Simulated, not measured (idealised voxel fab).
process module | voxel tone inversion
cross-section cut | 245 nm wide | cells 5 nm
A cross-section is a grid of square cells, given in bands from the top down. A band is one or more rows of cells.
Each band's line starts with the height of the band's top and of its bottom, in nm. Then come its materials from left to right, each with its width in nm. One material with "throughout" fills the band from edge to edge. "air" is empty space.
Height 0 is the level under which the wafer as received is all one material. The lowest band goes on downwards, as in "0 down".
A width such as "30 to 40" changes by the same amount from each row of cells to the next, from the band's top row to its bottom row.
"no change" after a step means that no cell of the cross-section changed.
closed voids: empty space of 8 cells or more with no open way to the top, each as width x height at its distance from the left edge, in nm
after a step's settings: what the simulator itself notes on the step
overlay nm, on a step with a mask: how far to the right of its planned place the mask lay; to the left if negative
plan
1 op RECEIVE | material Si
2 op CONFORMAL_DEP | material SiN | thk nm 5
3 op DIRECTIONAL_DEP | material polySi | thk nm 15
4 op PATTERN | tone cover | mask id POSTS | material resist | width nm 20 | pitch nm 40 | thk nm 20 | overlay nm 0
5 op DIRECTIONAL_ETCH | etch materials polySi | depth nm 15
6 op STRIP | etch materials resist
7 op FILL_DEP | material SiO2 | thk nm 5
8 op CMP | height nm 20
9 op STRIP | etch materials polySi
as received, after step 1
  0 down: Si throughout
  closed voids: none
a wafer at the end: this start, this plan, one mistake
  20 to 5: air 50 | SiO2 20 | air 20 | SiO2 20 | air 20 | SiO2 20 | air 20 | SiO2 20 | air 55
  5 to 0: SiN throughout
  0 down: Si throughout
  closed voids: none
what went wrong: step 4 ran as: op PATTERN | tone open | mask id POSTS | material resist | width nm 20 | pitch nm 40 | thk nm 20 | overlay nm 0
